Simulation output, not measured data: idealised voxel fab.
The following is a process module called voxel self aligned vias.
Displayed cross-section: cut, width of 245 nm, square cells sized 5 nm.
We lay out every cross-section as a grid of square cells and spell it out in bands from the top down, where one band means one or more rows of cells.
Basically the band line says how high the top is and how high the bottom is, in nm, and then what's in it from left to right, every material with its width in nm. Empty space shows up as "blank", and if a single material carries "edge to edge" it runs the full band edge to edge.
Height is counted from the level 0, under which the received wafer is composed throughout of one material. The lowest of the bands is not closed at the bottom but continues downward, in the notation "0..down".
Width "30 to 40": first value at the band's top row of cells, second value at its bottom row, equal change from row to row.
Where the words "nothing changed" appear for a step, the cross-section shows no cell changed by that step; every cell remained as before.
Heads up: "Sealed void listing" only lists the empty pockets with no open path to the top that are 8 cells or more, and it writes them as width x height at distance, distance from the left edge, in nm.
What comes after the settings on a step's line is commentary from the simulator itself on that step.
overlay nm: for a step with a mask, the amount by which the mask lay right of where it was planned; a negative amount means left of it.

So here's the lineup of process steps we planned:
1: RECEIVE [material Si]
2: CONFORMAL_DEP [material SiO2] [thk nm 15]
3: CONFORMAL_DEP [material SiCN] [thk nm 5]
4: DIRECTIONAL_DEP [material SiO2] [thk nm 25]
5: MASKED_ETCH [tone open] [mask id LINES] [width nm 30] [pitch nm 65] [etch materials SiO2] [depth nm 25] [overlay nm 0]
6: CONFORMAL_DEP [material TiN] [thk nm 5]
7: FILL_DEP [material W] [thk nm 10]
8: CMP [height nm 45]
9: SELECTIVE_ETCH [etch materials W Ru TiN] [depth nm 5]
10: FILL_DEP [material SiN] [thk nm 5]
11: CMP [height nm 45]
12: DIRECTIONAL_DEP [material SiO2] [thk nm 15]
13: MASKED_ETCH [tone open] [mask id VIAS] [width nm 50] [pitch nm 65] [etch materials SiO2] [depth nm 15] [overlay nm 0]
14: MASKED_ETCH [tone open] [mask id VIAS] [width nm 50] [pitch nm 65] [etch materials SiN] [depth nm 5] [overlay nm 0]
15: CONFORMAL_DEP [material TiN] [thk nm 5]
16: FILL_DEP [material W] [thk nm 5]
17: CMP [height nm 60]
18: CONFORMAL_DEP [material SiCN] [thk nm 5]

First of two wafers: run as planned:

Cross-section, incoming material, after step 1:
> 0..down | Si edge to edge
> Sealed void listing: none

State of the wafer after step 2, shown in cross-section:
> 15..0 | SiO2 edge to edge
> Below 0, the layers are the same as they were.

State of the wafer after step 3, shown in cross-section:
> 20..15 | SiCN edge to edge
> Below 15, the layers are the same as they were.

State of the wafer after step 4, shown in cross-section:
> 45..20 | SiO2 edge to edge
> Below 20, the layers are the same as they were.

State of the wafer after step 5, shown in cross-section:
> 45..20 | SiO2=40; blank=30; SiO2=35; blank=30; SiO2=35; blank=30; SiO2=45
> Below 20, the layers are the same as they were.

State of the wafer after step 6, shown in cross-section:
> 50..45 | TiN=45; blank=20; TiN=45; blank=20; TiN=45; blank=20; TiN=50
> 45..25 | SiO2=40; TiN=5; blank=20; TiN=5; SiO2=35; TiN=5; blank=20; TiN=5; SiO2=35; TiN=5; blank=20; TiN=5; SiO2=45
> 25..20 | SiO2=40; TiN=30; SiO2=35; TiN=30; SiO2=35; TiN=30; SiO2=45
> Below 20, the layers are the same as they were.

State of the wafer after step 7, shown in cross-section:
> 60..50 | W edge to edge
> 50..45 | TiN=45; W=20; TiN=45; W=20; TiN=45; W=20; TiN=50
> 45..25 | SiO2=40; TiN=5; W=20; TiN=5; SiO2=35; TiN=5; W=20; TiN=5; SiO2=35; TiN=5; W=20; TiN=5; SiO2=45
> Below 25, the layers are the same as they were.

State of the wafer after step 8, shown in cross-section:
> 45..25 | SiO2=40; TiN=5; W=20; TiN=5; SiO2=35; TiN=5; W=20; TiN=5; SiO2=35; TiN=5; W=20; TiN=5; SiO2=45
> Below 25, the layers are the same as they were.

State of the wafer after step 9, shown in cross-section:
> 45..40 | SiO2=40; blank=30; SiO2=35; blank=30; SiO2=35; blank=30; SiO2=45
> Below 40, the layers are the same as they were.

State of the wafer after step 10, shown in cross-section:
> 50..45 | SiN edge to edge
> 45..40 | SiO2=40; SiN=30; SiO2=35; SiN=30; SiO2=35; SiN=30; SiO2=45
> Below 40, the layers are the same as they were.

State of the wafer after step 11, shown in cross-section:
> 45..40 | SiO2=40; SiN=30; SiO2=35; SiN=30; SiO2=35; SiN=30; SiO2=45
> Below 40, the layers are the same as they were.

State of the wafer after step 12, shown in cross-section:
> 60..45 | SiO2 edge to edge
> Below 45, the layers are the same as they were.

State of the wafer after step 13, shown in cross-section:
> 60..45 | SiO2=30; blank=50; SiO2=15; blank=50; SiO2=15; blank=50; SiO2=35
> Below 45, the layers are the same as they were.

State of the wafer after step 14, shown in cross-section:
> 60..45 | SiO2=30; blank=50; SiO2=15; blank=50; SiO2=15; blank=50; SiO2=35
> 45..40 | SiO2=40; blank=30; SiO2=35; blank=30; SiO2=35; blank=30; SiO2=45
> Below 40, the layers are the same as they were.

State of the wafer after step 15, shown in cross-section:
> 65..60 | TiN=35; blank=40; TiN=25; blank=40; TiN=25; blank=40; TiN=40
> 60..50 | SiO2=30; TiN=5; blank=40; TiN=5; SiO2=15; TiN=5; blank=40; TiN=5; SiO2=15; TiN=5; blank=40; TiN=5; SiO2=35
> 50..45 | SiO2=30; TiN=15; blank=20; TiN=15; SiO2=15; TiN=15; blank=20; TiN=15; SiO2=15; TiN=15; blank=20; TiN=15; SiO2=35
> 45..40 | SiO2=40; TiN=30; SiO2=35; TiN=30; SiO2=35; TiN=30; SiO2=45
> Below 40, the layers are the same as they were.

State of the wafer after step 16, shown in cross-section:
> 70..65 | W edge to edge
> 65..60 | TiN=35; W=40; TiN=25; W=40; TiN=25; W=40; TiN=40
> 60..50 | SiO2=30; TiN=5; W=40; TiN=5; SiO2=15; TiN=5; W=40; TiN=5; SiO2=15; TiN=5; W=40; TiN=5; SiO2=35
> 50..45 | SiO2=30; TiN=15; W=20; TiN=15; SiO2=15; TiN=15; W=20; TiN=15; SiO2=15; TiN=15; W=20; TiN=15; SiO2=35
> Below 45, the layers are the same as they were.

State of the wafer after step 17, shown in cross-section:
> 60..50 | SiO2=30; TiN=5; W=40; TiN=5; SiO2=15; TiN=5; W=40; TiN=5; SiO2=15; TiN=5; W=40; TiN=5; SiO2=35
> Below 50, the layers are the same as they were.

State of the wafer after step 18, shown in cross-section:
> 65..60 | SiCN edge to edge
> Below 60, the layers are the same as they were.

Wafer two of the pair: same origin, same plan, one error during the run; identical to wafer one up to and including step 8:

Second wafer: cross-section at the scheduled end of step 9:
> 45..40 | SiO2=40; TiN=5; blank=20; TiN=5; SiO2=35; TiN=5; blank=20; TiN=5; SiO2=35; TiN=5; blank=20; TiN=5; SiO2=45
> Below 40, the layers are the same as they were.

Second wafer: cross-section at the scheduled end of step 10:
> 50..45 | SiN edge to edge
> 45..40 | SiO2=40; TiN=5; SiN=20; TiN=5; SiO2=35; TiN=5; SiN=20; TiN=5; SiO2=35; TiN=5; SiN=20; TiN=5; SiO2=45
> Below 40, the layers are the same as they were.

Second wafer: cross-section at the scheduled end of step 11:
> 45..40 | SiO2=40; TiN=5; SiN=20; TiN=5; SiO2=35; TiN=5; SiN=20; TiN=5; SiO2=35; TiN=5; SiN=20; TiN=5; SiO2=45
> Below 40, the layers are the same as they were.

Second wafer: cross-section at the scheduled end of step 12:
> 60..45 | SiO2 edge to edge
> Below 45, the layers are the same as they were.

Second wafer: cross-section at the scheduled end of step 13:
> 60..45 | SiO2=30; blank=50; SiO2=15; blank=50; SiO2=15; blank=50; SiO2=35
> Below 45, the layers are the same as they were.

Second wafer: cross-section at the scheduled end of step 14:
> 60..45 | SiO2=30; blank=50; SiO2=15; blank=50; SiO2=15; blank=50; SiO2=35
> 45..40 | SiO2=40; TiN=5; blank=20; TiN=5; SiO2=35; TiN=5; blank=20; TiN=5; SiO2=35; TiN=5; blank=20; TiN=5; SiO2=45
> Below 40, the layers are the same as they were.

Second wafer: cross-section at the scheduled end of step 15:
> 65..60 | TiN=35; blank=40; TiN=25; blank=40; TiN=25; blank=40; TiN=40
> 60..50 | SiO2=30; TiN=5; blank=40; TiN=5; SiO2=15; TiN=5; blank=40; TiN=5; SiO2=15; TiN=5; blank=40; TiN=5; SiO2=35
> 50..45 | SiO2=30; TiN=20; blank=10; TiN=20; SiO2=15; TiN=20; blank=10; TiN=20; SiO2=15; TiN=20; blank=10; TiN=20; SiO2=35
> 45..40 | SiO2=40; TiN=30; SiO2=35; TiN=30; SiO2=35; TiN=30; SiO2=45
> Below 40, the layers are the same as they were.

Second wafer: cross-section at the scheduled end of step 16:
> 70..65 | W edge to edge
> 65..60 | TiN=35; W=40; TiN=25; W=40; TiN=25; W=40; TiN=40
> 60..50 | SiO2=30; TiN=5; W=40; TiN=5; SiO2=15; TiN=5; W=40; TiN=5; SiO2=15; TiN=5; W=40; TiN=5; SiO2=35
> 50..45 | SiO2=30; TiN=20; W=10; TiN=20; SiO2=15; TiN=20; W=10; TiN=20; SiO2=15; TiN=20; W=10; TiN=20; SiO2=35
> Below 45, the layers are the same as they were.

Second wafer: cross-section at the scheduled end of step 17:
> 60..50 | SiO2=30; TiN=5; W=40; TiN=5; SiO2=15; TiN=5; W=40; TiN=5; SiO2=15; TiN=5; W=40; TiN=5; SiO2=35
> Below 50, the layers are the same as they were.

Second wafer: cross-section at the scheduled end of step 18:
> 65..60 | SiCN edge to edge
> Below 60, the layers are the same as they were.
Misprocessing identified: step 9, actual vs plan mismatch, actual run SELECTIVE_ETCH [etch materials W] [depth nm 5]
FYI, end of process, the second wafer has more or fewer cells of some materials than the first: TiN: 6 more | W: 6 fewer
